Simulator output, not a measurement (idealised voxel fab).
Process module in this document: voxel gate over fins
cross-section cut | 275 nm wide | cells 5 nm
Cross-section spec: square-cell grid; bands listed top down; each band is one or more rows. Top height, bottom height, nm. Materials left to right, width each, nm. Single material + "all across" = fills band edge to edge. "blank" = empty. Heights are measured from 0, the level below which the as-received wafer is all one material; the lowest band has no bottom and continues downward, written as in "0 and below". A two-number width, for instance "30->40", indicates that the width is equal to the first number in the top row of the band and to the second number in the bottom row, and that it changes by a constant amount per row of cells. Where a step carries "everything unchanged", the cross-section came out of it unchanged, cell for cell. Closed empty spaces (no open way to the top) of 8 cells or more are what "Enclosed void inventory" lists, each as width x height at distance from the left edge, nm for all three. What comes after the settings on a step's line is commentary from the simulator itself on that step. overlay nm: on a step with a mask, how far right of its planned place the mask lay; negative means left.

THE FOLLOWING LIST GIVES THE PLANNED PROCESS STEPS
1,RECEIVE (material Si)
2,CONFORMAL_DEP (material SiN; thk nm 10)
3,MASKED_ETCH (tone cover; mask id FINS; width nm 15; pitch nm 35; etch materials SiN; depth nm 10; overlay nm 0)
4,MASKED_ETCH (tone cover; mask id FINS; width nm 15; pitch nm 35; etch materials Si; depth nm 40; overlay nm 0)
5,FILL_DEP (material SiO2; thk nm 5)
6,CMP (height nm 10)
7,SELECTIVE_ETCH (etch materials SiO2; depth nm 20)
8,STRIP (etch materials SiN)
9,CONFORMAL_DEP (material HfO2; thk nm 5)
10,CONFORMAL_DEP (material TiN; thk nm 5)
11,FILL_DEP (material W; thk nm 10)
12,CMP (height nm 15)
13,CONFORMAL_DEP (material SiCN; thk nm 10)

FIRST WAFER OF TWO (RUN AS PLANNED)

SHOWN IN CROSS-SECTION IS THE WAFER AS RECEIVED, THAT IS, AS IT STANDS AFTER STEP 1
	0 and below  Si all across
	Enclosed void inventory: none

WAFER XSEC, POST STEP 2
	10 down to 0  SiN all across
	Below 0, no change.

WAFER XSEC, POST STEP 3
	10 down to 0  blank=95, then SiN=15, then blank=20, then SiN=15, then blank=20, then SiN=15, then blank=95
	Below 0, no change.

WAFER XSEC, POST STEP 4
	10 down to 0  blank=95, then SiN=15, then blank=20, then SiN=15, then blank=20, then SiN=15, then blank=95
	0 down to -40  blank=95, then Si=15, then blank=20, then Si=15, then blank=20, then Si=15, then blank=95
	Below -40, no change.

WAFER XSEC, POST STEP 5
	15 down to 10  SiO2 all across
	10 down to 0  SiO2=95, then SiN=15, then SiO2=20, then SiN=15, then SiO2=20, then SiN=15, then SiO2=95
	0 down to -40  SiO2=95, then Si=15, then SiO2=20, then Si=15, then SiO2=20, then Si=15, then SiO2=95
	Below -40, no change.

WAFER XSEC, POST STEP 6
	10 down to 0  SiO2=95, then SiN=15, then SiO2=20, then SiN=15, then SiO2=20, then SiN=15, then SiO2=95
	Below 0, no change.

WAFER XSEC, POST STEP 7
	10 down to 0  blank=95, then SiN=15, then blank=20, then SiN=15, then blank=20, then SiN=15, then blank=95
	0 down to -10  blank=95, then Si=15, then blank=20, then Si=15, then blank=20, then Si=15, then blank=95
	Below -10, no change.

WAFER XSEC, POST STEP 8
	0 down to -10  blank=95, then Si=15, then blank=20, then Si=15, then blank=20, then Si=15, then blank=95
	Below -10, no change.

WAFER XSEC, POST STEP 9
	5 down to 0  blank=90, then HfO2=25, then blank=10, then HfO2=25, then blank=10, then HfO2=25, then blank=90
	0 down to -5  blank=90, then HfO2=5, then Si=15, then HfO2=5, then blank=10, then HfO2=5, then Si=15, then HfO2=5, then blank=10, then HfO2=5, then Si=15, then HfO2=5, then blank=90
	-5 down to -10  HfO2=95, then Si=15, then HfO2=20, then Si=15, then HfO2=20, then Si=15, then HfO2=95
	Below -10, no change.

WAFER XSEC, POST STEP 10
	10 down to 5  blank=85, then TiN=105, then blank=85
	5 down to 0  blank=85, then TiN=5, then HfO2=25, then TiN=10, then HfO2=25, then TiN=10, then HfO2=25, then TiN=5, then blank=85
	0 down to -5  TiN=90, then HfO2=5, then Si=15, then HfO2=5, then TiN=10, then HfO2=5, then Si=15, then HfO2=5, then TiN=10, then HfO2=5, then Si=15, then HfO2=5, then TiN=90
	Below -5, no change.

WAFER XSEC, POST STEP 11
	20 down to 10  W all across
	10 down to 5  W=85, then TiN=105, then W=85
	5 down to 0  W=85, then TiN=5, then HfO2=25, then TiN=10, then HfO2=25, then TiN=10, then HfO2=25, then TiN=5, then W=85
	Below 0, no change.

WAFER XSEC, POST STEP 12
	15 down to 10  W all across
	Below 10, no change.

WAFER XSEC, POST STEP 13
	25 down to 15  SiCN all across
	Below 15, no change.

THE SECOND WAFER: COMMON ORIGIN AND PLAN, ONE MISTAKE IN EXECUTION, IDENTICAL TO THE FIRST THROUGH STEP 6

CROSS-SECTION OF THE SECOND WAFER WHEN, ACCORDING TO PLAN, STEP 7 SHOULD HAVE FINISHED
	10 down to 0  blank=95, then SiN=15, then blank=20, then SiN=15, then blank=20, then SiN=15, then blank=95
	0 down to -30  blank=95, then Si=15, then blank=20, then Si=15, then blank=20, then Si=15, then blank=95
	Below -30, no change.

CROSS-SECTION OF THE SECOND WAFER WHEN, ACCORDING TO PLAN, STEP 8 SHOULD HAVE FINISHED
	0 down to -30  blank=95, then Si=15, then blank=20, then Si=15, then blank=20, then Si=15, then blank=95
	Below -30, no change.

CROSS-SECTION OF THE SECOND WAFER WHEN, ACCORDING TO PLAN, STEP 9 SHOULD HAVE FINISHED
	5 down to 0  blank=90, then HfO2=25, then blank=10, then HfO2=25, then blank=10, then HfO2=25, then blank=90
	0 down to -25  blank=90, then HfO2=5, then Si=15, then HfO2=5, then blank=10, then HfO2=5, then Si=15, then HfO2=5, then blank=10, then HfO2=5, then Si=15, then HfO2=5, then blank=90
	-25 down to -30  HfO2=95, then Si=15, then HfO2=20, then Si=15, then HfO2=20, then Si=15, then HfO2=95
	Below -30, no change.

CROSS-SECTION OF THE SECOND WAFER WHEN, ACCORDING TO PLAN, STEP 10 SHOULD HAVE FINISHED
	10 down to 5  blank=85, then TiN=105, then blank=85
	5 down to 0  blank=85, then TiN=5, then HfO2=25, then TiN=10, then HfO2=25, then TiN=10, then HfO2=25, then TiN=5, then blank=85
	0 down to -20  blank=85, then TiN=5, then HfO2=5, then Si=15, then HfO2=5, then TiN=10, then HfO2=5, then Si=15, then HfO2=5, then TiN=10, then HfO2=5, then Si=15, then HfO2=5, then TiN=5, then blank=85
	-20 down to -25  TiN=90, then HfO2=5, then Si=15, then HfO2=5, then TiN=10, then HfO2=5, then Si=15, then HfO2=5, then TiN=10, then HfO2=5, then Si=15, then HfO2=5, then TiN=90
	Below -25, no change.

CROSS-SECTION OF THE SECOND WAFER WHEN, ACCORDING TO PLAN, STEP 11 SHOULD HAVE FINISHED
	20 down to 10  W all across
	10 down to 5  W=85, then TiN=105, then W=85
	5 down to 0  W=85, then TiN=5, then HfO2=25, then TiN=10, then HfO2=25, then TiN=10, then HfO2=25, then TiN=5, then W=85
	0 down to -20  W=85, then TiN=5, then HfO2=5, then Si=15, then HfO2=5, then TiN=10, then HfO2=5, then Si=15, then HfO2=5, then TiN=10, then HfO2=5, then Si=15, then HfO2=5, then TiN=5, then W=85
	Below -20, no change.

CROSS-SECTION OF THE SECOND WAFER WHEN, ACCORDING TO PLAN, STEP 12 SHOULD HAVE FINISHED
	15 down to 10  W all across
	Below 10, no change.

CROSS-SECTION OF THE SECOND WAFER WHEN, ACCORDING TO PLAN, STEP 13 SHOULD HAVE FINISHED
	25 down to 15  SiCN all across
	Below 15, no change.
Run error: step 7 of the plan was performed twice
Looking at both finished wafers in cells, the second ends up ahead of or behind the first on some materials: +24 HfO2 | -184 SiO2 | +24 TiN | +136 W
